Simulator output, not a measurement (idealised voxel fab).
voxel released beams: a process module
140 nm wide, 5 nm square cells: that's cross-section cut.
In what follows, cross-sections appear as grids of square cells, described through bands that run from the top down, where every band is one or more rows of cells.
Each band's line starts with the height of the band's top and of its bottom, in nm. Then come its materials from left to right, each with its width in nm. One material with "edge to edge" fills the band from edge to edge. "blank" is empty space.
Height reference: 0 = level under which incoming wafer is all one material. Lowest band: no bottom, runs on downward, e.g. "0 and below".
Note: "30->40" means the width goes from the first number (top row of the band) to the second number (bottom row) in equal steps per row of cells.
"no modifications" means the step left every cell of the cross-section as it was.
Closed-off voids of 8+ cells (no open route to the top) go in "Enclosed empty spaces", written width x height at distance from the left edge, in nm.
On a step's line, text after the settings is the simulator commenting on that step.
You can add "overlay nm" to a step's line. For a step with a mask, it describes how far the mask lay to the right of its planned position, and a negative number describes a lay to the left.

-- Steps planned for the process
step 1: RECEIVE [material Si]
step 2: CONFORMAL_DEP [material Al2O3] [thk nm 10]
step 3: DIRECTIONAL_DEP [material SiO2] [thk nm 15]
step 4: MASKED_ETCH [tone open] [mask id ANCHOR] [width nm 25] [etch materials SiO2] [depth nm 15] [overlay nm -15]
step 5: CONFORMAL_DEP [material W] [thk nm 10]
step 6: MASKED_ETCH [tone cover] [mask id BEAM] [width nm 70] [etch materials W] [depth nm 10] [overlay nm 0]
step 7: STRIP [etch materials SiO2]
Be aware that, although all wafers share a common starting state, the overlay nm at step 4 differs among them, and the plan displays the first wafer's value.

-- Here's the first of the wafers in cross-section, just as we got it, i.e. after step 1
* 0 and below | Si edge to edge
* Enclosed empty spaces: none

-- End-of-module cross-section, first of several wafers, after last step 7
* 35 down to 25 | blank=35 | W=65 | blank=40
* 25 down to 20 | blank=20 | W=10 | blank=5 | W=10 | blank=95
* 20 down to 10 | blank=20 | W=25 | blank=95
* 10 down to 0 | Al2O3 edge to edge
* 0 and below | Si edge to edge
* Enclosed empty spaces: none

-- Last wafer, end of module, cross-section
* 35 down to 25 | blank=30 | W=30 | blank=5 | W=35 | blank=40
* 25 down to 20 | blank=50 | W=10 | blank=5 | W=10 | blank=65
* 20 down to 10 | blank=50 | W=25 | blank=65
* 10 down to 0 | Al2O3 edge to edge
* 0 and below | Si edge to edge
* Enclosed empty spaces: none

-- Wafer rows, end of module: cells per material gained (+) or lost (-) since receipt; closed voids last
overlay nm -15, +56 Al2O3, +40 W, Enclosed empty spaces: none
overlay nm -10, +56 Al2O3, +40 W, Enclosed empty spaces: none
overlay nm -5, +56 Al2O3, +40 W, Enclosed empty spaces: none
overlay nm 0, +56 Al2O3, +40 W, Enclosed empty spaces: none
overlay nm 5, +56 Al2O3, +40 W, Enclosed empty spaces: none
overlay nm 10, +56 Al2O3, +40 W, Enclosed empty spaces: none
overlay nm 15, +56 Al2O3, +40 W, Enclosed empty spaces: none
